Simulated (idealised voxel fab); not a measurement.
process module | voxel double patterning
cross-section cut | 150 nm wide | cells 5 nm
A cross-section is a grid of square cells, given in bands from the top down. A band is one or more rows of cells.
Each band's line starts with the height of the band's top and of its bottom, in nm. Then come its materials from left to right, each with its width in nm. One material with "throughout" fills the band from edge to edge. "air" is empty space.
Height 0 is the level under which the wafer as received is all one material. The lowest band goes on downwards, as in "0 down".
A width such as "30 to 40" changes by the same amount from each row of cells to the next, from the band's top row to its bottom row.
"no change" after a step means that no cell of the cross-section changed.
closed voids: empty space of 8 cells or more with no open way to the top, each as width x height at its distance from the left edge, in nm
after a step's settings: what the simulator itself notes on the step
overlay nm, on a step with a mask: how far to the right of its planned place the mask lay; to the left if negative
plan
1 op RECEIVE | material Si
2 op CONFORMAL_DEP | material SiN | thk nm 5
3 op DIRECTIONAL_DEP | material SiO2 | thk nm 15
4 op DIRECTIONAL_DEP | material SiCN | thk nm 10
5 op PATTERN | tone open | mask id FIRST | material resist | width nm 15 | pitch nm 50 | thk nm 20 | overlay nm 0
6 op DIRECTIONAL_ETCH | etch materials SiCN | depth nm 10
7 op STRIP | etch materials resist
8 op MASKED_ETCH | tone open | mask id SECOND | width nm 15 | etch materials SiCN | depth nm 10 | overlay nm 0
9 op DIRECTIONAL_ETCH | etch materials SiO2 | depth nm 15
10 op STRIP | etch materials SiCN
varied across the wafers: width nm of step 5. The plan shows the first wafer's value. All wafers start alike
first wafer as received, after step 1
  0 down: Si throughout
  closed voids: none
first wafer at the end, after step 10
  20 to 5: SiO2 40 | air 15 | SiO2 10 | air 15 | SiO2 10 | air 15 | SiO2 45
  5 to 0: SiN throughout
  0 down: Si throughout
  closed voids: none
last wafer at the end
  20 to 5: SiO2 35 | air 45 | SiO2 5 | air 30 | SiO2 35
  5 to 0: SiN throughout
  0 down: Si throughout
  closed voids: none
each wafer at the end: cells of each material gained (+) or lost (-) since it was received, then its closed voids
width nm 15 | +30 SiN | +63 SiO2 | closed voids: none
width nm 20 | +30 SiN | +57 SiO2 | closed voids: none
width nm 25 | +30 SiN | +51 SiO2 | closed voids: none
width nm 30 | +30 SiN | +45 SiO2 | closed voids: none
